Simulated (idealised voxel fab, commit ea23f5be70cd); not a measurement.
process module | voxel wiring stack
cross-section cut | 250 nm wide | cells 5 nm
A cross-section is a grid of square cells, given in bands from the top down. A band is one or more rows of cells.
Each band's line starts with the height of the band's top and of its bottom, in nm. Then come its materials from left to right, each with its width in nm. One material with "throughout" fills the band from edge to edge. "air" is empty space.
Height 0 is the level under which the wafer as received is all one material. The lowest band goes on downwards, as in "0 down".
A width such as "30 to 40" changes by the same amount from each row of cells to the next, from the band's top row to its bottom row.
"no change" after a step means that no cell of the cross-section changed.
closed voids: empty space of 8 cells or more with no open way to the top, each as width x height at its distance from the left edge, in nm
after a step's settings: what the simulator itself notes on the step
overlay nm, on a step with a mask: how far to the right of its planned place the mask lay; to the left if negative
plan
1 op RECEIVE | material Si
2 op CONFORMAL_DEP | material SiO2 | thk nm 15
3 op CONFORMAL_DEP | material SiN | thk nm 5
4 op DIRECTIONAL_DEP | material SiO2 | thk nm 15
5 op DIRECTIONAL_DEP | material aC | thk nm 15
6 op PATTERN | tone open | mask id METAL_1 | material resist | width nm 30 | pitch nm 60 | thk nm 30 | overlay nm 0
7 op DIRECTIONAL_ETCH | etch materials aC | depth nm 15
8 op STRIP | etch materials resist
9 op DIRECTIONAL_ETCH | etch materials SiO2 | depth nm 15
10 op DIRECTIONAL_ETCH | etch materials SiN | depth nm 5
11 op STRIP | etch materials aC
12 op CONFORMAL_DEP | material TiN | thk nm 5
13 op FILL_DEP | material Cu | thk nm 10
14 op CMP | height nm 35
15 op EPI | material Ru | thk nm 5
16 op FILL_DEP | material SiCN | thk nm 5
17 op DIRECTIONAL_DEP | material SiO2 | thk nm 10
18 op DIRECTIONAL_DEP | material aC | thk nm 15
19 op PATTERN | tone open | mask id PLUG_1 | material resist | width nm 15 | pitch nm 60 | thk nm 30 | overlay nm 0
20 op DIRECTIONAL_ETCH | etch materials aC | depth nm 15
21 op STRIP | etch materials resist
22 op DIRECTIONAL_ETCH | etch materials SiO2 | depth nm 10
23 op DIRECTIONAL_ETCH | etch materials SiCN | depth nm 5
24 op STRIP | etch materials aC
25 op EPI | material Ru | thk nm 10
26 op EPI | material Ru | thk nm 5
27 op CONFORMAL_DEP | material SiCN | thk nm 5
28 op DIRECTIONAL_DEP | material lowk | thk nm 20
29 op DIRECTIONAL_DEP | material aC | thk nm 15
30 op PATTERN | tone open | mask id METAL_2 | material resist | width nm 30 | pitch nm 60 | thk nm 30 | overlay nm 0
31 op DIRECTIONAL_ETCH | etch materials aC | depth nm 15
32 op STRIP | etch materials resist
33 op DIRECTIONAL_ETCH | etch materials lowk | depth nm 20
34 op DIRECTIONAL_ETCH | etch materials SiCN | depth nm 5
35 op STRIP | etch materials aC
36 op CONFORMAL_DEP | material TiN | thk nm 5
37 op FILL_DEP | material W | thk nm 10
38 op CMP | height nm 80
39 op CONFORMAL_DEP | material SiCN | thk nm 5
40 op DIRECTIONAL_DEP | material SiO2 | thk nm 30
41 op DIRECTIONAL_DEP | material aC | thk nm 15
42 op PATTERN | tone open | mask id METAL_3_HOLES | material resist | width nm 15 | pitch nm 60 | thk nm 35 | overlay nm 0
43 op DIRECTIONAL_ETCH | etch materials aC | depth nm 15
44 op STRIP | etch materials resist
45 op DIRECTIONAL_ETCH | etch materials SiO2 | depth nm 30
46 op STRIP | etch materials aC
47 op MASKED_ETCH | tone open | mask id METAL_3 | width nm 30 | pitch nm 60 | etch materials SiO2 | depth nm 15 | overlay nm 0
48 op MASKED_ETCH | tone open | mask id METAL_3 | width nm 30 | pitch nm 60 | etch materials SiCN | depth nm 5 | overlay nm 0
49 op CONFORMAL_DEP | material TiN | thk nm 5
50 op FILL_DEP | material Ru | thk nm 10
51 op CMP | height nm 115
52 op CONFORMAL_DEP | material SiCN | thk nm 5
53 op DIRECTIONAL_DEP | material lowk | thk nm 25
54 op PATTERN | tone open | mask id METAL_4_HOLES | material resist | width nm 15 | thk nm 15 | overlay nm 0
55 op DIRECTIONAL_ETCH | etch materials lowk | depth nm 25
56 op STRIP | etch materials resist
57 op MASKED_ETCH | tone open | mask id METAL_4 | width nm 30 | pitch nm 60 | etch materials lowk | depth nm 15 | overlay nm 0
58 op MASKED_ETCH | tone open | mask id METAL_4 | width nm 30 | pitch nm 60 | etch materials SiCN | depth nm 5 | overlay nm 0
59 op CONFORMAL_DEP | material TiN | thk nm 5
60 op FILL_DEP | material Cu | thk nm 10
61 op CMP | height nm 145
62 op CONFORMAL_DEP | material SiCN | thk nm 5
as received, after step 1
  0 down: Si throughout
  closed voids: none
a wafer at the end: this start, this plan, one mistake
  165 to 160: SiCN throughout
  160 to 150: Cu throughout
  150 to 145: TiN 85 | Cu 20 | TiN 40 | Cu 20 | TiN 85
  145 to 135: lowk 80 | TiN 5 | Cu 20 | TiN 5 | lowk 30 | TiN 5 | Cu 20 | TiN 5 | lowk 80
  135 to 130: lowk 80 | TiN 5 | Cu 5 | TiN 20 | lowk 30 | TiN 30 | lowk 80
  130 to 120: lowk 80 | TiN 5 | Cu 5 | TiN 5 | lowk 155
  120 to 115: SiCN 80 | TiN 15 | SiCN 155
  115 to 105: SiO2 80 | TiN 5 | Ru 20 | TiN 5 | SiO2 30 | TiN 5 | Ru 20 | TiN 5 | SiO2 80
  105 to 100: SiO2 80 | TiN 5 | Ru 5 | TiN 20 | SiO2 30 | TiN 5 | Ru 5 | TiN 20 | SiO2 80
  100 to 85: SiO2 80 | TiN 5 | Ru 5 | TiN 5 | SiO2 45 | TiN 5 | Ru 5 | TiN 5 | SiO2 95
  85 to 80: SiCN 80 | TiN 15 | SiCN 45 | TiN 15 | SiCN 95
  80 to 60: lowk 80 | TiN 5 | W 20 | TiN 5 | lowk 30 | TiN 5 | W 20 | TiN 5 | lowk 80
  60 to 55: SiCN 80 | TiN 30 | SiCN 30 | TiN 30 | SiCN 80
  55 to 45: SiO2 80 | Ru 15 | SiO2 45 | Ru 15 | SiO2 95
  45 to 35: SiCN 80 to 75 | Ru 15 to 40 | SiCN 45 to 20 | Ru 15 to 40 | SiCN 95 to 75
  35 to 20: SiO2 80 | TiN 5 | Cu 20 | TiN 5 | SiO2 30 | TiN 5 | Cu 20 | TiN 5 | SiO2 80
  20 to 15: SiN 80 | TiN 30 | SiN 30 | TiN 30 | SiN 80
  15 to 0: SiO2 throughout
  0 down: Si throughout
  closed voids: none
what went wrong: step 61 was left out
